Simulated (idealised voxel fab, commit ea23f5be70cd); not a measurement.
The process module presented herein is designated voxel trench capacitor.
Cross-section cut: width 300 nm, square cells of 5 nm.
A cross-section is written here as square cells arranged in a grid, and it is given in bands from the top down, each band taking up one or more rows of cells. First you get the band's top height and its bottom height, in nm, and then the materials it's made of, left to right, with each width in nm. If you see a single material with "all across", that one covers the band edge to edge. "empty" is empty space. Height datum 0, below which the as-received substrate wafer is one material. Lowest band open at the bottom, running downward: "z 0 and below". Width spec "30->40" -> top row of cells at first value, bottom row at second value, equal per-row change in between. What does "no modification" mean for a step? It means no cell of the cross-section changed in that step. Under "Enclosed cavities" you'll find the enclosed gaps, the ones with no way out to the top, that are 8 cells or bigger; each reads width x height at distance, with distance counted from the left edge, everything in nm. That trailing text on a step's line, after the settings, is the simulator's own remark on the step. "overlay nm" on a masked step: distance the mask lay right of its planned place, negative for left.

-- Steps in the process plan
1. RECEIVE [material Si]
2. CONFORMAL_DEP [material SiN] [thk nm 10]
3. PATTERN [tone open] [mask id TRENCH] [material resist] [width nm 30] [pitch nm 60] [thk nm 15] [overlay nm -15]
4. DIRECTIONAL_ETCH [etch materials SiN] [depth nm 10]
5. DIRECTIONAL_ETCH [etch materials Si] [depth nm 30]
6. STRIP [etch materials resist]
7. CONFORMAL_DEP [material HfO2] [thk nm 5]
8. CONFORMAL_DEP [material TiN] [thk nm 5]
9. FILL_DEP [material W] [thk nm 10]
10. CMP [height nm 10]
Wafers differ in overlay nm at step 3; plan lists the first wafer's value; identical starting state.

-- The first of several wafers in cross-section, exactly as it reached us after step 1
* z 0 and below | Si all across
* Enclosed cavities: none

-- The figure below presents a cross-section of the first of several wafers at the conclusion of the module, following its last step, step 10
* z 10 to 0 | SiN 30 / HfO2 5 / TiN 5 / W 10 / TiN 5 / HfO2 5 / SiN 30 / HfO2 5 / TiN 5 / W 10 / TiN 5 / HfO2 5 / SiN 30 / HfO2 5 / TiN 5 / W 10 / TiN 5 / HfO2 5 / SiN 30 / HfO2 5 / TiN 5 / W 10 / TiN 5 / HfO2 5 / SiN 60
* z 0 to -20 | Si 30 / HfO2 5 / TiN 5 / W 10 / TiN 5 / HfO2 5 / Si 30 / HfO2 5 / TiN 5 / W 10 / TiN 5 / HfO2 5 / Si 30 / HfO2 5 / TiN 5 / W 10 / TiN 5 / HfO2 5 / Si 30 / HfO2 5 / TiN 5 / W 10 / TiN 5 / HfO2 5 / Si 60
* z -20 to -25 | Si 30 / HfO2 5 / TiN 20 / HfO2 5 / Si 30 / HfO2 5 / TiN 20 / HfO2 5 / Si 30 / HfO2 5 / TiN 20 / HfO2 5 / Si 30 / HfO2 5 / TiN 20 / HfO2 5 / Si 60
* z -25 to -30 | Si 30 / HfO2 30 / Si 30 / HfO2 30 / Si 30 / HfO2 30 / Si 30 / HfO2 30 / Si 60
* z -30 and below | Si all across
* Enclosed cavities: none

-- X-section, last wafer, module end
* z 10 to 0 | SiN 60 / HfO2 5 / TiN 5 / W 10 / TiN 5 / HfO2 5 / SiN 30 / HfO2 5 / TiN 5 / W 10 / TiN 5 / HfO2 5 / SiN 30 / HfO2 5 / TiN 5 / W 10 / TiN 5 / HfO2 5 / SiN 30 / HfO2 5 / TiN 5 / W 10 / TiN 5 / HfO2 5 / SiN 30
* z 0 to -20 | Si 60 / HfO2 5 / TiN 5 / W 10 / TiN 5 / HfO2 5 / Si 30 / HfO2 5 / TiN 5 / W 10 / TiN 5 / HfO2 5 / Si 30 / HfO2 5 / TiN 5 / W 10 / TiN 5 / HfO2 5 / Si 30 / HfO2 5 / TiN 5 / W 10 / TiN 5 / HfO2 5 / Si 30
* z -20 to -25 | Si 60 / HfO2 5 / TiN 20 / HfO2 5 / Si 30 / HfO2 5 / TiN 20 / HfO2 5 / Si 30 / HfO2 5 / TiN 20 / HfO2 5 / Si 30 / HfO2 5 / TiN 20 / HfO2 5 / Si 30
* z -25 to -30 | Si 60 / HfO2 30 / Si 30 / HfO2 30 / Si 30 / HfO2 30 / Si 30 / HfO2 30 / Si 30
* z -30 and below | Si all across
* Enclosed cavities: none

-- Table: wafers, a row each; end-of-module cell change per material since receipt, gain (+), loss (-); then closed voids
overlay nm -15, +80 HfO2, -144 Si, +72 SiN, +64 TiN, +48 W, Enclosed cavities: none
overlay nm -10, +80 HfO2, -144 Si, +72 SiN, +64 TiN, +48 W, Enclosed cavities: none
overlay nm -5, +80 HfO2, -144 Si, +72 SiN, +64 TiN, +48 W, Enclosed cavities: none
overlay nm 0, +80 HfO2, -144 Si, +72 SiN, +64 TiN, +48 W, Enclosed cavities: none
overlay nm 5, +80 HfO2, -144 Si, +72 SiN, +64 TiN, +48 W, Enclosed cavities: none
overlay nm 10, +80 HfO2, -144 Si, +72 SiN, +64 TiN, +48 W, Enclosed cavities: none
overlay nm 15, +80 HfO2, -144 Si, +72 SiN, +64 TiN, +48 W, Enclosed cavities: none
